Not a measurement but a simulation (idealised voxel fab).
process module | voxel fin reveal
cross-section cut | 280 nm wide | cells 5 nm
A cross-section is a grid of square cells, given in bands from the top down. A band is one or more rows of cells.
Each band's line starts with the height of the band's top and of its bottom, in nm. Then come its materials from left to right, each with its width in nm. One material with "throughout" fills the band from edge to edge. "air" is empty space.
Height 0 is the level under which the wafer as received is all one material. The lowest band goes on downwards, as in "0 down".
A width such as "30 to 40" changes by the same amount from each row of cells to the next, from the band's top row to its bottom row.
"no change" after a step means that no cell of the cross-section changed.
closed voids: empty space of 8 cells or more with no open way to the top, each as width x height at its distance from the left edge, in nm
after a step's settings: what the simulator itself notes on the step
overlay nm, on a step with a mask: how far to the right of its planned place the mask lay; to the left if negative
plan
1 op RECEIVE | material Si
2 op CONFORMAL_DEP | material SiN | thk nm 5
3 op PATTERN | tone cover | mask id FINS | material resist | width nm 15 | pitch nm 40 | thk nm 20 | overlay nm 0
4 op DIRECTIONAL_ETCH | etch materials SiN | depth nm 5
5 op DIRECTIONAL_ETCH | etch materials Si | depth nm 40
6 op STRIP | etch materials resist
7 op OXIDIZE | depth nm 5
8 op FILL_DEP | material SiO2 | thk nm 15
9 op CMP | height nm 5
10 op SELECTIVE_ETCH | etch materials SiO2 | depth nm 35
11 op STRIP | etch materials SiN
first wafer, as planned
as received, after step 1
  0 down: Si throughout
  closed voids: none
after step 2
  5 to 0: SiN throughout
  below 0: unchanged
after step 3
  25 to 5: air 70 | resist 15 | air 25 | resist 15 | air 25 | resist 15 | air 25 | resist 15 | air 75
  below 5: unchanged
after step 4
  25 to 5: air 70 | resist 15 | air 25 | resist 15 | air 25 | resist 15 | air 25 | resist 15 | air 75
  5 to 0: air 70 | SiN 15 | air 25 | SiN 15 | air 25 | SiN 15 | air 25 | SiN 15 | air 75
  below 0: unchanged
after step 5
  25 to 5: air 70 | resist 15 | air 25 | resist 15 | air 25 | resist 15 | air 25 | resist 15 | air 75
  5 to 0: air 70 | SiN 15 | air 25 | SiN 15 | air 25 | SiN 15 | air 25 | SiN 15 | air 75
  0 to -40: air 70 | Si 15 | air 25 | Si 15 | air 25 | Si 15 | air 25 | Si 15 | air 75
  below -40: unchanged
after step 6
  5 to 0: air 70 | SiN 15 | air 25 | SiN 15 | air 25 | SiN 15 | air 25 | SiN 15 | air 75
  below 0: unchanged
after step 7
  5 to 0: air 70 | SiN 15 | air 25 | SiN 15 | air 25 | SiN 15 | air 25 | SiN 15 | air 75
  0 to -40: air 70 | SiO2 5 | Si 5 | SiO2 5 | air 25 | SiO2 5 | Si 5 | SiO2 5 | air 25 | SiO2 5 | Si 5 | SiO2 5 | air 25 | SiO2 5 | Si 5 | SiO2 5 | air 75
  -40 to -45: SiO2 75 | Si 5 | SiO2 35 | Si 5 | SiO2 35 | Si 5 | SiO2 35 | Si 5 | SiO2 80
  below -45: unchanged
after step 8
  20 to 5: SiO2 throughout
  5 to 0: SiO2 70 | SiN 15 | SiO2 25 | SiN 15 | SiO2 25 | SiN 15 | SiO2 25 | SiN 15 | SiO2 75
  0 to -45: SiO2 75 | Si 5 | SiO2 35 | Si 5 | SiO2 35 | Si 5 | SiO2 35 | Si 5 | SiO2 80
  below -45: unchanged
after step 9
  5 to 0: SiO2 70 | SiN 15 | SiO2 25 | SiN 15 | SiO2 25 | SiN 15 | SiO2 25 | SiN 15 | SiO2 75
  below 0: unchanged
after step 10
  5 to 0: air 70 | SiN 15 | air 25 | SiN 15 | air 25 | SiN 15 | air 25 | SiN 15 | air 75
  0 to -30: air 75 | Si 5 | air 35 | Si 5 | air 35 | Si 5 | air 35 | Si 5 | air 80
  below -30: unchanged
after step 11
  0 to -30: air 75 | Si 5 | air 35 | Si 5 | air 35 | Si 5 | air 35 | Si 5 | air 80
  below -30: unchanged
second wafer: like start, like plan, one mistake. Through step 2 it matches the first wafer
when step 3 should have ended
  25 to 5: air 75 | resist 15 | air 25 | resist 15 | air 25 | resist 15 | air 25 | resist 15 | air 70
  below 5: unchanged
when step 4 should have ended
  25 to 5: air 75 | resist 15 | air 25 | resist 15 | air 25 | resist 15 | air 25 | resist 15 | air 70
  5 to 0: air 75 | SiN 15 | air 25 | SiN 15 | air 25 | SiN 15 | air 25 | SiN 15 | air 70
  below 0: unchanged
when step 5 should have ended
  25 to 5: air 75 | resist 15 | air 25 | resist 15 | air 25 | resist 15 | air 25 | resist 15 | air 70
  5 to 0: air 75 | SiN 15 | air 25 | SiN 15 | air 25 | SiN 15 | air 25 | SiN 15 | air 70
  0 to -40: air 75 | Si 15 | air 25 | Si 15 | air 25 | Si 15 | air 25 | Si 15 | air 70
  below -40: unchanged
when step 6 should have ended
  5 to 0: air 75 | SiN 15 | air 25 | SiN 15 | air 25 | SiN 15 | air 25 | SiN 15 | air 70
  below 0: unchanged
when step 7 should have ended
  5 to 0: air 75 | SiN 15 | air 25 | SiN 15 | air 25 | SiN 15 | air 25 | SiN 15 | air 70
  0 to -40: air 75 | SiO2 5 | Si 5 | SiO2 5 | air 25 | SiO2 5 | Si 5 | SiO2 5 | air 25 | SiO2 5 | Si 5 | SiO2 5 | air 25 | SiO2 5 | Si 5 | SiO2 5 | air 70
  -40 to -45: SiO2 80 | Si 5 | SiO2 35 | Si 5 | SiO2 35 | Si 5 | SiO2 35 | Si 5 | SiO2 75
  below -45: unchanged
when step 8 should have ended
  20 to 5: SiO2 throughout
  5 to 0: SiO2 75 | SiN 15 | SiO2 25 | SiN 15 | SiO2 25 | SiN 15 | SiO2 25 | SiN 15 | SiO2 70
  0 to -45: SiO2 80 | Si 5 | SiO2 35 | Si 5 | SiO2 35 | Si 5 | SiO2 35 | Si 5 | SiO2 75
  below -45: unchanged
when step 9 should have ended
  5 to 0: SiO2 75 | SiN 15 | SiO2 25 | SiN 15 | SiO2 25 | SiN 15 | SiO2 25 | SiN 15 | SiO2 70
  below 0: unchanged
when step 10 should have ended
  5 to 0: air 75 | SiN 15 | air 25 | SiN 15 | air 25 | SiN 15 | air 25 | SiN 15 | air 70
  0 to -30: air 80 | Si 5 | air 35 | Si 5 | air 35 | Si 5 | air 35 | Si 5 | air 75
  below -30: unchanged
when step 11 should have ended
  0 to -30: air 80 | Si 5 | air 35 | Si 5 | air 35 | Si 5 | air 35 | Si 5 | air 75
  below -30: unchanged
what went wrong: step 3 ran as: op PATTERN | tone cover | mask id FINS | material resist | width nm 15 | pitch nm 40 | thk nm 20 | overlay nm 5
at the end the second wafer has, in cells: as many of each material as the first, in other places
